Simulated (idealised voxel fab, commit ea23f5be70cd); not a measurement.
Proc. module: voxel wiring stack
The figure presents cross-section cut, which has a width of 145 nm and is divided into square cells with an edge length of 5 nm.
For the purposes of this document, a cross-section shall be understood as a grid of square cells, specified as bands listed in top-to-bottom order, each band consisting of one or more rows of cells. Top, bottom (nm), then materials left to right with widths (nm); lone material tagged "throughout" fills the whole band edge to edge; "air" = empty space. Below 0: as-received wafer, all one material; heights counted from there. Lowest band: no bottom, goes on down, written "from 0 down". A width given as "30->40" starts at the first number in the band's top row and ends at the second number in its bottom row, shifting by an equal amount at every step from row to row. Any step labelled "no change occurred" changed none of the cells in the cross-section. You'll see "Closed void register" listing empty spaces that have no way open to the top, as long as they're 8 cells or more; the notation is width x height at distance, where the distance is from the left edge, and all of it is in nm. If you see something after the settings on a step's line, that's the simulator's own remark about that step. The setting "overlay nm" may be written on the line of a step. When the step uses a mask, the value reports how far to the right of the planned place the mask lay, and a negative value reports that it lay to the left.

This section lists the process steps that were planned:
| 1 | RECEIVE (material Si) |
| 2 | CONFORMAL_DEP (material SiO2; thk nm 15) |
| 3 | DIRECTIONAL_DEP (material TiN; thk nm 5) |
| 4 | DIRECTIONAL_DEP (material W; thk nm 15) |
| 5 | MASKED_ETCH (tone cover; mask id METAL_1; width nm 20; pitch nm 45; etch materials W; depth nm 15; overlay nm 0) |
| 6 | MASKED_ETCH (tone cover; mask id METAL_1; width nm 20; pitch nm 45; etch materials TiN; depth nm 5; overlay nm 0) |
| 7 | FILL_DEP (material lowk; thk nm 5) |
| 8 | CMP (height nm 35) |
| 9 | CONFORMAL_DEP (material SiCN; thk nm 5) |
| 10 | DIRECTIONAL_DEP (material lowk; thk nm 15) |
| 11 | DIRECTIONAL_DEP (material aC; thk nm 15) |
| 12 | PATTERN (tone open; mask id PLUG_1; material resist; width nm 15; thk nm 30; overlay nm 0) |
| 13 | DIRECTIONAL_ETCH (etch materials aC; depth nm 15) |
| 14 | STRIP (etch materials resist) |
| 15 | DIRECTIONAL_ETCH (etch materials lowk; depth nm 15) |
| 16 | DIRECTIONAL_ETCH (etch materials SiCN; depth nm 5) |
| 17 | STRIP (etch materials aC) |
| 18 | CONFORMAL_DEP (material TiN; thk nm 5) |
| 19 | FILL_DEP (material Ru; thk nm 5) |
| 20 | CMP (height nm 55) |
| 21 | CONFORMAL_DEP (material SiN; thk nm 5) |
| 22 | DIRECTIONAL_DEP (material SiO2; thk nm 15) |
| 23 | PATTERN (tone open; mask id METAL_2; material resist; width nm 20; pitch nm 45; thk nm 20; overlay nm 0) |
| 24 | DIRECTIONAL_ETCH (etch materials SiO2; depth nm 15) |
| 25 | DIRECTIONAL_ETCH (etch materials SiN; depth nm 5) |
| 26 | STRIP (etch materials resist) |
| 27 | CONFORMAL_DEP (material TiN; thk nm 5) |
| 28 | FILL_DEP (material Ru; thk nm 10) |
| 29 | CMP (height nm 75) |
| 30 | CONFORMAL_DEP (material SiN; thk nm 5) |

Wafer as received: cross-section following step 1:
  from 0 down: Si throughout
  Closed void register: none

Post-module cross-section: identical start and plan to those above, one misstep in execution:
  from 80 to 75: SiN throughout
  from 75 to 60: 50 SiO2 / 5 TiN / 10 Ru / 5 TiN / 25 SiO2 / 5 TiN / 10 Ru / 5 TiN / 30 SiO2
  from 60 to 55: 50 SiN / 20 TiN / 25 SiN / 20 TiN / 30 SiN
  from 55 to 40: 40 lowk / 5 TiN / 5 Ru / 5 TiN / 90 lowk
  from 40 to 35: 40 SiCN / 15 TiN / 90 SiCN
  from 35 to 20: 40 lowk / 20 W / 25 lowk / 20 W / 40 lowk
  from 20 to 15: 40 lowk / 20 TiN / 25 lowk / 20 TiN / 40 lowk
  from 15 to 0: SiO2 throughout
  from 0 down: Si throughout
  Closed void register: none
What was the processing mistake? it should be noted that step 23 was executed with settings other than those planned, the operation and settings actually applied being PATTERN (tone open; mask id METAL_2; material resist; width nm 20; pitch nm 45; thk nm 20; overlay nm 10)
